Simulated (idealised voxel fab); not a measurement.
Proc. module: voxel gate over fins
FYI the section here is cut, 250 nm wide, cells are 5 nm squares.
A cross-section is a grid of square cells, given in bands from the top down. A band is one or more rows of cells. Band: top height; bottom height; in nm. Then, left to right: material with width in nm, for each material. "full width": a single material spanning edge to edge. "blank": empty space. Height datum 0, below which the as-received substrate wafer is one material. Lowest band open at the bottom, running downward: "from 0 down". Width spec "30->40" -> top row of cells at first value, bottom row at second value, equal per-row change in between. The cross-section has no changed cell in any step marked "no modification". Closed-off voids of 8+ cells (no open route to the top) go in "Fully sealed cavities", written width x height at distance from the left edge, in nm. On a step's line, text after the settings is the simulator commenting on that step. The setting "overlay nm" may be written on the line of a step. When the step uses a mask, the value reports how far to the right of the planned place the mask lay, and a negative value reports that it lay to the left.

### Planned process steps
1. RECEIVE, material Si
2. CONFORMAL_DEP, material SiN, thk nm 5
3. PATTERN, tone cover, mask id FINS, material resist, width nm 15, pitch nm 50, thk nm 20, overlay nm 0
4. DIRECTIONAL_ETCH, etch materials SiN, depth nm 5
5. DIRECTIONAL_ETCH, etch materials Si, depth nm 35
6. STRIP, etch materials resist
7. OXIDIZE, depth nm 5
8. FILL_DEP, material SiO2, thk nm 15
9. CMP, height nm 5
10. PATTERN, tone open, mask id RAIL, material resist, width nm 15, thk nm 20, overlay nm 0
11. DIRECTIONAL_ETCH, etch materials SiO2, depth nm 35
12. STRIP, etch materials resist
13. CONFORMAL_DEP, material TiN, thk nm 5
14. FILL_DEP, material W, thk nm 5
15. CMP, height nm 5
16. SELECTIVE_ETCH, etch materials W Ru TiN, depth nm 25
17. FILL_DEP, material SiO2, thk nm 5
18. CMP, height nm 5
19. SELECTIVE_ETCH, etch materials SiO2, depth nm 20
20. STRIP, etch materials SiN
21. CONFORMAL_DEP, material HfO2, thk nm 5
22. CONFORMAL_DEP, material TiN, thk nm 5
23. FILL_DEP, material W, thk nm 10
24. CMP, height nm 15
25. CONFORMAL_DEP, material SiN, thk nm 5

### Received-state cross-section, reflecting completion of step 1
    from 0 down: Si full width
    Fully sealed cavities: none

### Cross-section taken at module completion on the first of two wafers; processed per the plan
    from 20 to 15: SiN full width
    from 15 to 10: W full width
    from 10 to 5: W (60), TiN (25), W (25), TiN (25), W (25), TiN (25), W (65)
    from 5 to 0: W (60), TiN (5), HfO2 (15), TiN (5), W (25), TiN (5), HfO2 (15), TiN (5), W (25), TiN (5), HfO2 (15), TiN (5), W (65)
    from 0 to -5: W (60), TiN (5), HfO2 (5), Si (5), HfO2 (5), TiN (5), W (25), TiN (5), HfO2 (5), Si (5), HfO2 (5), TiN (5), W (25), TiN (5), HfO2 (5), Si (5), HfO2 (5), TiN (5), W (65)
    from -5 to -10: TiN (65), HfO2 (5), Si (5), HfO2 (5), TiN (35), HfO2 (5), Si (5), HfO2 (5), TiN (35), HfO2 (5), Si (5), HfO2 (5), TiN (70)
    from -10 to -15: HfO2 (70), Si (5), HfO2 (45), Si (5), HfO2 (45), Si (5), HfO2 (75)
    from -15 to -20: SiO2 (70), Si (5), SiO2 (45), Si (5), SiO2 (45), Si (5), SiO2 (75)
    from -20 to -25: SiO2 (70), Si (5), SiO2 (15), TiN (5), W (5), TiN (5), SiO2 (15), Si (5), SiO2 (45), Si (5), SiO2 (75)
    from -25 to -30: SiO2 (70), Si (5), SiO2 (15), TiN (15), SiO2 (15), Si (5), SiO2 (45), Si (5), SiO2 (75)
    from -30 to -40: SiO2 (70), Si (5), SiO2 (45), Si (5), SiO2 (45), Si (5), SiO2 (75)
    from -40 down: Si full width
    Fully sealed cavities: none

### This is the second of the two wafers, cross-sectioned at the end of the module; it started exactly like the first and was given the same plan, but it was run with one mistake
    from 20 to 15: SiN full width
    from 15 to 10: W full width
    from 10 to 5: W (60), TiN (25), W (25), TiN (25), W (25), TiN (25), W (65)
    from 5 to 0: W (60), TiN (5), HfO2 (15), TiN (5), W (25), TiN (5), HfO2 (15), TiN (5), W (25), TiN (5), HfO2 (15), TiN (5), W (65)
    from 0 to -5: W (60), TiN (5), HfO2 (5), Si (5), HfO2 (5), TiN (5), W (25), TiN (5), HfO2 (5), Si (5), HfO2 (5), TiN (5), W (25), TiN (5), HfO2 (5), Si (5), HfO2 (5), TiN (5), W (65)
    from -5 to -10: TiN (65), HfO2 (5), Si (5), HfO2 (5), TiN (35), HfO2 (5), Si (5), HfO2 (5), TiN (35), HfO2 (5), Si (5), HfO2 (5), TiN (70)
    from -10 to -15: HfO2 (70), Si (5), HfO2 (45), Si (5), HfO2 (45), Si (5), HfO2 (75)
    from -15 to -20: SiO2 (70), Si (5), SiO2 (45), Si (5), SiO2 (45), Si (5), SiO2 (75)
    from -20 to -25: SiO2 (70), Si (5), SiO2 (10), TiN (5), W (5), TiN (5), SiO2 (20), Si (5), SiO2 (45), Si (5), SiO2 (75)
    from -25 to -30: SiO2 (70), Si (5), SiO2 (10), TiN (15), SiO2 (20), Si (5), SiO2 (45), Si (5), SiO2 (75)
    from -30 to -40: SiO2 (70), Si (5), SiO2 (45), Si (5), SiO2 (45), Si (5), SiO2 (75)
    from -40 down: Si full width
    Fully sealed cavities: none
So what did we get wrong on this run? so step 10 ended up running with a different setting than we planned, it ran as PATTERN, tone open, mask id RAIL, material resist, width nm 15, thk nm 20, overlay nm -5
The two final wafers agree on how many cells each material fills and disagree on which cells those are.
